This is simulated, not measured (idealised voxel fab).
The name of this process module is voxel capacitor over wiring.
Cross-sectional view cut (width: 255 nm; square cell size: 5 nm).
Cross-section layout: square cells on a grid; listed as bands, top to bottom; a band spans one or more cell rows.
What a band's entry tells you: where the top is and where the bottom is, as heights in nm, and after that what lies inside, material by material from left to right, each with its width in nm. Empty space is written as the word "blank", and a single material marked with the word "everywhere" occupies the band from edge to edge.
We count height from 0. Below that, the starting wafer is all one material. The lowest band never ends at the bottom but goes on down; see "0..down" for how that is written.
You'd read "30->40" like this: the band's top row of cells is as wide as the first number, its bottom row is as wide as the second, and going down, every row changes width by the same amount as the row before did.
Reading "left unchanged" for a step: not a cell of the cross-section changed in it.
In the "Closed void catalog" entry, you get each enclosed empty space of 8 cells or more, one with no open way to the top, written width x height at distance, distance from the left edge, in nm.
Anything after a step's settings on that line? It's the simulator's own note about the step.
The optional step-line setting "overlay nm" applies to steps with a mask and quantifies how far to the right of its planned location the mask lay, a negative value indicating leftward placement.

Listed below are the process steps as planned:
1 RECEIVE,material Si
2 CONFORMAL_DEP,material SiO2,thk nm 15
3 DIRECTIONAL_DEP,material TiN,thk nm 5
4 DIRECTIONAL_DEP,material W,thk nm 20
5 MASKED_ETCH,tone cover,mask id METAL_1,width nm 20,pitch nm 85,etch materials W,depth nm 20,overlay nm 0
6 MASKED_ETCH,tone cover,mask id METAL_1,width nm 20,pitch nm 85,etch materials TiN,depth nm 5,overlay nm 0
7 FILL_DEP,material lowk,thk nm 5
8 CMP,height nm 40
9 CONFORMAL_DEP,material SiCN,thk nm 5
10 DIRECTIONAL_DEP,material lowk,thk nm 10
11 DIRECTIONAL_DEP,material aC,thk nm 10
12 PATTERN,tone open,mask id PLUG_1,material resist,width nm 15,thk nm 30,overlay nm 0
13 DIRECTIONAL_ETCH,etch materials aC,depth nm 10
14 STRIP,etch materials resist
15 DIRECTIONAL_ETCH,etch materials lowk,depth nm 10
16 DIRECTIONAL_ETCH,etch materials SiCN,depth nm 5
17 STRIP,etch materials aC
18 EPI,material Ru,thk nm 10
19 EPI,material Ru,thk nm 5
20 DIRECTIONAL_DEP,material TiN,thk nm 10
21 DIRECTIONAL_DEP,material Al2O3,thk nm 5
22 DIRECTIONAL_DEP,material TiN,thk nm 5
23 DIRECTIONAL_DEP,material aC,thk nm 10
24 PATTERN,tone cover,mask id UPPER_PLATE,material resist,width nm 70,thk nm 25,overlay nm 0
25 DIRECTIONAL_ETCH,etch materials aC,depth nm 10
26 STRIP,etch materials resist
27 DIRECTIONAL_ETCH,etch materials TiN,depth nm 5
28 DIRECTIONAL_ETCH,etch materials Al2O3,depth nm 5
29 STRIP,etch materials aC
30 DIRECTIONAL_DEP,material aC,thk nm 15
31 PATTERN,tone cover,mask id LOWER_PLATE,material resist,width nm 80,thk nm 35,overlay nm 0
32 DIRECTIONAL_ETCH,etch materials aC,depth nm 15
33 STRIP,etch materials resist
34 DIRECTIONAL_ETCH,etch materials TiN,depth nm 10
35 STRIP,etch materials aC
36 FILL_DEP,material SiO2,thk nm 15
37 CMP,height nm 85
38 MASKED_ETCH,tone open,mask id PLUG_2,width nm 15,etch materials SiO2,depth nm 10,overlay nm 0
39 CONFORMAL_DEP,material TiN,thk nm 5
40 FILL_DEP,material W,thk nm 5
41 CMP,height nm 85
42 CONFORMAL_DEP,material SiN,thk nm 5

As-received state of the wafer in cross-section, equivalent to post-step 1:
	0..down | Si everywhere
	Closed void catalog: none

Wafer cross-section at end of module: start and plan as shown above, one execution error:
	90..85 | SiN everywhere
	85..80 | SiO2 (90)  TiN (5)  W (5)  TiN (5)  SiO2 (150)
	80..70 | SiO2 (90->80)  TiN (15->70)  SiO2 (150->105)
	70..65 | SiO2 (80)  Al2O3 (70)  SiO2 (105)
	65..60 | SiO2 (75)  TiN (80)  SiO2 (100)
	60..55 | TiN everywhere
	55..45 | lowk (80)  Ru (15)  lowk (160)
	45..40 | SiCN (80)  Ru (15)  SiCN (160)
	40..20 | lowk (75)  W (20)  lowk (65)  W (20)  lowk (75)
	20..15 | lowk (75)  TiN (20)  lowk (65)  TiN (20)  lowk (75)
	15..0 | SiO2 everywhere
	0..down | Si everywhere
	Closed void catalog: none
What was done differently from what was planned? step 34 was processed under conditions differing from the plan, specifically as DIRECTIONAL_ETCH,etch materials TiN,depth nm 5
